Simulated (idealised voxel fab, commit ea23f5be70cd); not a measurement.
A process module follows: voxel self aligned contacts.
cross-section cut | 300 nm wide | cells 5 nm
Format of a cross-section: grid, square cells. Given as bands. Order: top down. Band: one or more rows of cells. A band entry consists of two parts. The first gives the height of the band's top and the height of its bottom, in nm. The rest lists the band's materials from left to right, each with its width in nm. A single material labelled with the word "all across" fills the band from edge to edge, and the word "blank" marks empty space. Height datum 0, below which the as-received substrate wafer is one material. Lowest band open at the bottom, running downward: "0 -> down". Think of "30 to 40" as a width that walks from the first number to the second as you go down the band, top row to bottom row, taking equal-sized steps from row to row. Given "stayed the same" for a step, no cell of the cross-section differs between before and after that step. Closed-off voids of 8+ cells (no open route to the top) go in "Unvented voids", written width x height at distance from the left edge, in nm. Whatever follows a step's settings on its line is a remark the simulator itself makes about that step. overlay nm: where the mask lay relative to plan, measured to the right, on steps with a mask; negatives go left.

Listed below are the process steps as planned
1. RECEIVE [material Si]
2. OXIDIZE [depth nm 5]
3. DIRECTIONAL_DEP [material polySi] [thk nm 25]
4. DIRECTIONAL_DEP [material SiN] [thk nm 25]
5. MASKED_ETCH [tone cover] [mask id GATE] [width nm 30] [pitch nm 75] [etch materials SiN] [depth nm 25] [overlay nm 0]
6. MASKED_ETCH [tone cover] [mask id GATE] [width nm 30] [pitch nm 75] [etch materials polySi] [depth nm 25] [overlay nm 0]
7. CONFORMAL_DEP [material SiN] [thk nm 10]
8. DIRECTIONAL_ETCH [etch materials SiN] [depth nm 10]
9. FILL_DEP [material SiO2] [thk nm 15]
10. CMP [height nm 55]
11. PATTERN [tone open] [mask id CONTACT] [material resist] [width nm 55] [pitch nm 75] [thk nm 15] [overlay nm 0]
12. DIRECTIONAL_ETCH [etch materials SiO2] [depth nm 60]
13. STRIP [etch materials resist]
14. CONFORMAL_DEP [material TiN] [thk nm 5]
15. FILL_DEP [material W] [thk nm 5]
16. CMP [height nm 55]
17. CONFORMAL_DEP [material SiN] [thk nm 5]

Shown in cross-section is the wafer as received, that is, as it stands after step 1
0 -> down = Si all across
Unvented voids: none

The first of the two wafers as seen in cross-section once the module was finished; processing followed the plan
60 -> 55 = SiN all across
55 -> 50 = SiO2 (85), then TiN (20), then W (15), then TiN (20), then SiO2 (20), then TiN (20), then W (15), then TiN (20), then SiO2 (85)
50 -> 25 = SiO2 (50), then SiN (50), then TiN (5), then W (15), then TiN (5), then SiN (50), then TiN (5), then W (15), then TiN (5), then SiN (50), then SiO2 (50)
25 -> 0 = SiO2 (50), then SiN (10), then polySi (30), then SiN (10), then TiN (5), then W (15), then TiN (5), then SiN (10), then polySi (30), then SiN (10), then TiN (5), then W (15), then TiN (5), then SiN (10), then polySi (30), then SiN (10), then SiO2 (50)
0 -> -5 = SiO2 (100), then TiN (25), then SiO2 (50), then TiN (25), then SiO2 (100)
-5 -> down = Si all across
Unvented voids: none

Wafer two cross-section, module end. Start and plan unchanged from wafer one; one mistake made during the run
60 -> 55 = SiN all across
55 -> 45 = SiO2 (85), then TiN (5), then W (45), then TiN (5), then SiO2 (20), then TiN (5), then W (45), then TiN (5), then SiO2 (85)
45 -> 40 = SiO2 (85), then TiN (10), then W (35), then TiN (10), then SiO2 (20), then TiN (10), then W (35), then TiN (10), then SiO2 (85)
40 -> 25 = SiO2 (60), then SiN (30), then TiN (5), then W (35), then TiN (5), then SiN (30), then TiN (5), then W (35), then TiN (5), then SiN (30), then SiO2 (60)
25 -> 0 = SiO2 (60), then polySi (30), then TiN (5), then W (35), then TiN (5), then polySi (30), then TiN (5), then W (35), then TiN (5), then polySi (30), then SiO2 (60)
0 -> -5 = SiO2 (90), then TiN (45), then SiO2 (30), then TiN (45), then SiO2 (90)
-5 -> down = Si all across
Unvented voids: none
Misprocessing identified: the run left out plan step 7 entirely, so it was never executed
The final cell counts differ between the wafers, with the second having more or fewer of some materials than the first: SiN: 156 fewer; SiO2: 60 more; W: 96 more
